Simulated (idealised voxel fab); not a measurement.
process module | voxel capacitor over wiring
cross-section cut | 185 nm wide | cells 5 nm
A cross-section is a grid of square cells, given in bands from the top down. A band is one or more rows of cells.
Each band's line starts with the height of the band's top and of its bottom, in nm. Then come its materials from left to right, each with its width in nm. One material with "throughout" fills the band from edge to edge. "air" is empty space.
Height 0 is the level under which the wafer as received is all one material. The lowest band goes on downwards, as in "0 down".
A width such as "30 to 40" changes by the same amount from each row of cells to the next, from the band's top row to its bottom row.
"no change" after a step means that no cell of the cross-section changed.
closed voids: empty space of 8 cells or more with no open way to the top, each as width x height at its distance from the left edge, in nm
after a step's settings: what the simulator itself notes on the step
overlay nm, on a step with a mask: how far to the right of its planned place the mask lay; to the left if negative
plan
1 op RECEIVE | material Si
2 op CONFORMAL_DEP | material SiO2 | thk nm 15
3 op DIRECTIONAL_DEP | material TiN | thk nm 5
4 op DIRECTIONAL_DEP | material Ru | thk nm 15
5 op MASKED_ETCH | tone cover | mask id METAL_1 | width nm 30 | pitch nm 100 | etch materials Ru | depth nm 15 | overlay nm 0
6 op MASKED_ETCH | tone cover | mask id METAL_1 | width nm 30 | pitch nm 100 | etch materials TiN | depth nm 5 | overlay nm 0
7 op FILL_DEP | material SiO2 | thk nm 5
8 op CMP | height nm 35
9 op CONFORMAL_DEP | material SiCN | thk nm 5
10 op DIRECTIONAL_DEP | material lowk | thk nm 15
11 op DIRECTIONAL_DEP | material aC | thk nm 15
12 op PATTERN | tone open | mask id PLUG_1 | material resist | width nm 15 | thk nm 35 | overlay nm 0
13 op DIRECTIONAL_ETCH | etch materials aC | depth nm 15
14 op STRIP | etch materials resist
15 op DIRECTIONAL_ETCH | etch materials lowk | depth nm 15
16 op DIRECTIONAL_ETCH | etch materials SiCN | depth nm 5
17 op STRIP | etch materials aC
18 op CONFORMAL_DEP | material TiN | thk nm 5
19 op FILL_DEP | material Cu | thk nm 5
20 op CMP | height nm 55
21 op DIRECTIONAL_DEP | material TiN | thk nm 10
22 op DIRECTIONAL_DEP | material HfO2 | thk nm 5
23 op DIRECTIONAL_DEP | material TiN | thk nm 5
24 op DIRECTIONAL_DEP | material aC | thk nm 10
25 op PATTERN | tone cover | mask id UPPER_PLATE | material resist | width nm 75 | thk nm 30 | overlay nm 0
26 op DIRECTIONAL_ETCH | etch materials aC | depth nm 10
27 op STRIP | etch materials resist
28 op DIRECTIONAL_ETCH | etch materials TiN | depth nm 5
29 op DIRECTIONAL_ETCH | etch materials HfO2 | depth nm 5
30 op STRIP | etch materials aC
31 op DIRECTIONAL_DEP | material aC | thk nm 15
32 op PATTERN | tone cover | mask id LOWER_PLATE | material resist | width nm 85 | thk nm 30 | overlay nm 0
33 op DIRECTIONAL_ETCH | etch materials aC | depth nm 15
34 op STRIP | etch materials resist
35 op DIRECTIONAL_ETCH | etch materials TiN | depth nm 10
36 op STRIP | etch materials aC
37 op FILL_DEP | material SiO2 | thk nm 20
38 op CMP | height nm 90
39 op MASKED_ETCH | tone open | mask id PLUG_2 | width nm 15 | etch materials SiO2 | depth nm 15 | overlay nm 0
40 op CONFORMAL_DEP | material TiN | thk nm 5
41 op FILL_DEP | material Ru | thk nm 5
42 op CMP | height nm 90
43 op CONFORMAL_DEP | material SiCN | thk nm 5
as received, after step 1
  0 down: Si throughout
  closed voids: none
a wafer at the end: this start, this plan, one mistake
  95 to 90: SiCN throughout
  90 to 80: SiO2 50 | TiN 5 | Ru 5 | TiN 5 | SiO2 120
  80 to 70: SiO2 50 to 40 | TiN 15 to 75 | SiO2 120 to 70
  70 to 65: SiO2 40 | HfO2 75 | SiO2 70
  65 to 55: SiO2 35 | TiN 85 | SiO2 65
  55 to 40: lowk 40 | TiN 5 | Cu 5 | TiN 5 | lowk 130
  40 to 35: SiCN 40 | TiN 15 | SiCN 130
  35 to 30: SiO2 25 | TiN 30 | SiO2 70 | TiN 30 | SiO2 30
  30 to 0: SiO2 throughout
  0 down: Si throughout
  closed voids: none
what went wrong: step 2 was run twice
